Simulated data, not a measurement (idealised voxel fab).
process module | voxel capacitor over wiring
cross-section cut | 155 nm wide | cells 5 nm
A cross-section is a grid of square cells, given in bands from the top down. A band is one or more rows of cells.
Each band's line starts with the height of the band's top and of its bottom, in nm. Then come its materials from left to right, each with its width in nm. One material with "throughout" fills the band from edge to edge. "air" is empty space.
Height 0 is the level under which the wafer as received is all one material. The lowest band goes on downwards, as in "0 down".
A width such as "30 to 40" changes by the same amount from each row of cells to the next, from the band's top row to its bottom row.
"no change" after a step means that no cell of the cross-section changed.
closed voids: empty space of 8 cells or more with no open way to the top, each as width x height at its distance from the left edge, in nm
after a step's settings: what the simulator itself notes on the step
overlay nm, on a step with a mask: how far to the right of its planned place the mask lay; to the left if negative
plan
1 op RECEIVE | material Si
2 op CONFORMAL_DEP | material SiO2 | thk nm 15
3 op CONFORMAL_DEP | material SiCN | thk nm 5
4 op DIRECTIONAL_DEP | material SiO2 | thk nm 25
5 op DIRECTIONAL_DEP | material aC | thk nm 10
6 op PATTERN | tone open | mask id METAL_1 | material resist | width nm 30 | pitch nm 95 | thk nm 30 | overlay nm 0
7 op DIRECTIONAL_ETCH | etch materials aC | depth nm 10
8 op STRIP | etch materials resist
9 op DIRECTIONAL_ETCH | etch materials SiO2 | depth nm 25
10 op DIRECTIONAL_ETCH | etch materials SiCN | depth nm 5
11 op STRIP | etch materials aC
12 op CONFORMAL_DEP | material TiN | thk nm 5
13 op FILL_DEP | material Cu | thk nm 10
14 op CMP | height nm 45
15 op CONFORMAL_DEP | material SiCN | thk nm 5
16 op DIRECTIONAL_DEP | material SiO2 | thk nm 10
17 op MASKED_ETCH | tone open | mask id PLUG_1 | width nm 15 | etch materials SiO2 | depth nm 10 | overlay nm 0
18 op MASKED_ETCH | tone open | mask id PLUG_1 | width nm 15 | etch materials SiCN | depth nm 5 | overlay nm 0
19 op CONFORMAL_DEP | material TiN | thk nm 5
20 op FILL_DEP | material W | thk nm 10
21 op CMP | height nm 60
22 op DIRECTIONAL_DEP | material TiN | thk nm 10
23 op DIRECTIONAL_DEP | material HfO2 | thk nm 5
24 op DIRECTIONAL_DEP | material TiN | thk nm 10
25 op PATTERN | tone cover | mask id UPPER_PLATE | material resist | width nm 70 | thk nm 15 | overlay nm 0
26 op DIRECTIONAL_ETCH | etch materials TiN | depth nm 10
27 op DIRECTIONAL_ETCH | etch materials HfO2 | depth nm 5
28 op STRIP | etch materials resist
29 op DIRECTIONAL_DEP | material aC | thk nm 10
30 op PATTERN | tone cover | mask id LOWER_PLATE | material resist | width nm 80 | thk nm 25 | overlay nm 0
31 op DIRECTIONAL_ETCH | etch materials aC | depth nm 10
32 op STRIP | etch materials resist
33 op DIRECTIONAL_ETCH | etch materials TiN | depth nm 10
34 op STRIP | etch materials aC
35 op FILL_DEP | material SiO2 | thk nm 20
36 op CMP | height nm 100
37 op MASKED_ETCH | tone open | mask id PLUG_2 | width nm 15 | etch materials SiO2 | depth nm 15 | overlay nm 0
38 op CONFORMAL_DEP | material TiN | thk nm 5
39 op FILL_DEP | material Ru | thk nm 10
40 op CMP | height nm 100
41 op CONFORMAL_DEP | material SiCN | thk nm 5
as received, after step 1
  0 down: Si throughout
  closed voids: none
first wafer at the end, as planned
  105 to 100: SiCN throughout
  100 to 90: SiO2 40 | TiN 5 | Ru 5 | TiN 5 | SiO2 100
  90 to 85: SiO2 40 | TiN 15 | SiO2 100
  85 to 75: SiO2 30 | TiN 70 | SiO2 55
  75 to 70: SiO2 30 | HfO2 70 | SiO2 55
  70 to 60: SiO2 25 | TiN 80 | SiO2 50
  60 to 50: SiO2 30 | TiN 5 | W 5 | TiN 5 | SiO2 110
  50 to 45: SiCN 30 | TiN 15 | SiCN 110
  45 to 20: SiO2 15 | TiN 5 | Cu 20 | TiN 5 | SiO2 65 | TiN 5 | Cu 20 | TiN 5 | SiO2 15
  20 to 15: SiCN 15 | TiN 30 | SiCN 65 | TiN 30 | SiCN 15
  15 to 0: SiO2 throughout
  0 down: Si throughout
  closed voids: none
second wafer at the end: like start, like plan, one mistake
  105 to 100: SiCN throughout
  100 to 90: SiO2 40 | TiN 5 | Ru 5 | TiN 5 | SiO2 100
  90 to 85: SiO2 40 | TiN 15 | SiO2 100
  85 to 80: SiO2 throughout
  80 to 70: SiO2 30 | TiN 70 | SiO2 55
  70 to 65: SiO2 30 | HfO2 70 | SiO2 55
  65 to 55: SiO2 25 | TiN 80 | SiO2 50
  55 to 50: SiO2 30 | TiN 5 | W 5 | TiN 5 | SiO2 110
  50 to 45: SiCN 30 | TiN 15 | SiCN 110
  45 to 20: SiO2 15 | TiN 5 | Cu 20 | TiN 5 | SiO2 65 | TiN 5 | Cu 20 | TiN 5 | SiO2 15
  20 to 15: SiCN 15 | TiN 30 | SiCN 65 | TiN 30 | SiCN 15
  15 to 0: SiO2 throughout
  0 down: Si throughout
  closed voids: none
what went wrong: step 21 ran as: op CMP | height nm 55
at the end the second wafer has, in cells: 3 more of SiO2 | 2 fewer of TiN | 1 fewer of W
